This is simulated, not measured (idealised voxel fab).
This is a process module. Its name is voxel capacitor over wiring.
Cross-section cut: width 300 nm, square cells of 5 nm.
Cross-section, as written here: a square-cell grid given band by band from the top down, where a band holds one or more rows of cells.
What a band's entry tells you: where the top is and where the bottom is, as heights in nm, and after that what lies inside, material by material from left to right, each with its width in nm. Empty space is written as the word "empty", and a single material marked with the word "all across" occupies the band from edge to edge.
Zero point of the height axis is 0; under it, received wafer = one material. Lowest band: continues down indefinitely, "from 0 down".
With a width like "30 to 40", each row of cells in the band differs from the next by the same amount, the top row carrying the first number and the bottom row the second.
Basically "nothing different" means that step didn't change any cell in the cross-section.
So "Closed void table" is basically the list of trapped voids: any empty space of 8 cells or more that can't reach the top through an opening. They're written width x height at distance, the distance being from the left edge, and it's all nm.
It should be noted that, on the line of a given step, the content following the step's settings is a remark produced by the simulator itself with respect to that step.
On any step carrying a mask, the "overlay nm" setting, if present on the step's line, tells how far right of its planned place the mask lay; negative values point to the left.

PROCESS STEPS (PLANNED)
| 1 | op RECEIVE | material Si |
| 2 | op CONFORMAL_DEP | material SiO2 | thk nm 10 |
| 3 | op DIRECTIONAL_DEP | material TiN | thk nm 5 |
| 4 | op DIRECTIONAL_DEP | material W | thk nm 20 |
| 5 | op DIRECTIONAL_DEP | material aC | thk nm 10 |
| 6 | op PATTERN | tone cover | mask id METAL_1 | material resist | width nm 20 | pitch nm 85 | thk nm 30 | overlay nm 0 |
| 7 | op DIRECTIONAL_ETCH | etch materials aC | depth nm 10 |
| 8 | op STRIP | etch materials resist |
| 9 | op DIRECTIONAL_ETCH | etch materials W | depth nm 20 |
| 10 | op DIRECTIONAL_ETCH | etch materials TiN | depth nm 5 |
| 11 | op STRIP | etch materials aC |
| 12 | op CONFORMAL_DEP | material SiN | thk nm 5 |
| 13 | op FILL_DEP | material lowk | thk nm 10 |
| 14 | op CMP | height nm 35 |
| 15 | op CONFORMAL_DEP | material SiCN | thk nm 5 |
| 16 | op DIRECTIONAL_DEP | material SiO2 | thk nm 20 |
| 17 | op MASKED_ETCH | tone open | mask id PLUG_1 | width nm 15 | etch materials SiO2 | depth nm 20 | overlay nm 0 |
| 18 | op MASKED_ETCH | tone open | mask id PLUG_1 | width nm 15 | etch materials SiCN | depth nm 5 | overlay nm 0 |
| 19 | op CONFORMAL_DEP | material TiN | thk nm 5 |
| 20 | op FILL_DEP | material Cu | thk nm 5 |
| 21 | op CMP | height nm 60 |
| 22 | op DIRECTIONAL_DEP | material TiN | thk nm 5 |
| 23 | op DIRECTIONAL_DEP | material Al2O3 | thk nm 5 |
| 24 | op DIRECTIONAL_DEP | material TiN | thk nm 10 |
| 25 | op DIRECTIONAL_DEP | material aC | thk nm 15 |
| 26 | op PATTERN | tone cover | mask id UPPER_PLATE | material resist | width nm 70 | thk nm 35 | overlay nm 0 |
| 27 | op DIRECTIONAL_ETCH | etch materials aC | depth nm 15 |
| 28 | op STRIP | etch materials resist |
| 29 | op DIRECTIONAL_ETCH | etch materials TiN | depth nm 10 |
| 30 | op DIRECTIONAL_ETCH | etch materials Al2O3 | depth nm 5 |
| 31 | op STRIP | etch materials aC |
| 32 | op DIRECTIONAL_DEP | material aC | thk nm 10 |
| 33 | op PATTERN | tone cover | mask id LOWER_PLATE | material resist | width nm 80 | thk nm 30 | overlay nm 0 |
| 34 | op DIRECTIONAL_ETCH | etch materials aC | depth nm 10 |
| 35 | op STRIP | etch materials resist |
| 36 | op DIRECTIONAL_ETCH | etch materials TiN | depth nm 5 |
| 37 | op STRIP | etch materials aC |
| 38 | op FILL_DEP | material SiO2 | thk nm 15 |
| 39 | op CMP | height nm 90 |
| 40 | op PATTERN | tone open | mask id PLUG_2 | material resist | width nm 15 | thk nm 20 | overlay nm 0 |
| 41 | op DIRECTIONAL_ETCH | etch materials SiO2 | depth nm 10 |
| 42 | op STRIP | etch materials resist |
| 43 | op CONFORMAL_DEP | material TiN | thk nm 5 |
| 44 | op FILL_DEP | material Ru | thk nm 5 |
| 45 | op CMP | height nm 90 |
| 46 | op CONFORMAL_DEP | material SiN | thk nm 5 |

RECEIVED-STATE CROSS-SECTION, REFLECTING COMPLETION OF STEP 1
  from 0 down: Si all across
  Closed void table: none

FIRST OF TWO WAFERS: CROSS-SECTION AT END OF MODULE, RUN PER PLAN
  from 95 to 90: SiN all across
  from 90 to 85: 110 nm SiO2 | 5 nm TiN | 5 nm Ru | 5 nm TiN | 175 nm SiO2
  from 85 to 80: 110 nm SiO2 | 15 nm TiN | 175 nm SiO2
  from 80 to 70: 100 nm SiO2 | 70 nm TiN | 130 nm SiO2
  from 70 to 65: 100 nm SiO2 | 70 nm Al2O3 | 130 nm SiO2
  from 65 to 60: 95 nm SiO2 | 80 nm TiN | 125 nm SiO2
  from 60 to 40: 100 nm SiO2 | 5 nm TiN | 5 nm Cu | 5 nm TiN | 185 nm SiO2
  from 40 to 35: 100 nm SiCN | 15 nm TiN | 185 nm SiCN
  from 35 to 15: 90 nm lowk | 5 nm SiN | 20 nm W | 5 nm SiN | 55 nm lowk | 5 nm SiN | 20 nm W | 5 nm SiN | 95 nm lowk
  from 15 to 10: 95 nm SiN | 20 nm TiN | 65 nm SiN | 20 nm TiN | 100 nm SiN
  from 10 to 0: SiO2 all across
  from 0 down: Si all across
  Closed void table: none

THIS IS THE SECOND OF THE TWO WAFERS, CROSS-SECTIONED AT THE END OF THE MODULE; IT STARTED EXACTLY LIKE THE FIRST AND WAS GIVEN THE SAME PLAN, BUT IT WAS RUN WITH ONE MISTAKE
  from 95 to 90: SiN all across
  from 90 to 85: 110 nm SiO2 | 5 nm TiN | 5 nm Ru | 5 nm TiN | 175 nm SiO2
  from 85 to 80: 110 nm SiO2 | 15 nm TiN | 175 nm SiO2
  from 80 to 70: 100 nm SiO2 | 70 nm TiN | 130 nm SiO2
  from 70 to 65: 100 nm SiO2 | 70 nm Al2O3 | 130 nm SiO2
  from 65 to 60: 95 nm SiO2 | 80 nm TiN | 125 nm SiO2
  from 60 to 45: 95 nm SiO2 | 5 nm TiN | 5 nm Cu | 5 nm TiN | 190 nm SiO2
  from 45 to 40: 95 nm SiO2 | 15 nm TiN | 190 nm SiO2
  from 40 to 35: 100 nm SiCN | 10 nm TiN | 190 nm SiCN
  from 35 to 15: 90 nm lowk | 5 nm SiN | 20 nm W | 5 nm SiN | 55 nm lowk | 5 nm SiN | 20 nm W | 5 nm SiN | 95 nm lowk
  from 15 to 10: 95 nm SiN | 20 nm TiN | 65 nm SiN | 20 nm TiN | 100 nm SiN
  from 10 to 0: SiO2 all across
  from 0 down: Si all across
  Closed void table: none
Short version of what went wrong: step 17 deviated from plan and actually ran as op MASKED_ETCH | tone open | mask id PLUG_1 | width nm 15 | etch materials SiO2 | depth nm 20 | overlay nm -5
Looking at both finished wafers in cells, the second ends up ahead of or behind the first on some materials: -1 Cu, +1 SiCN
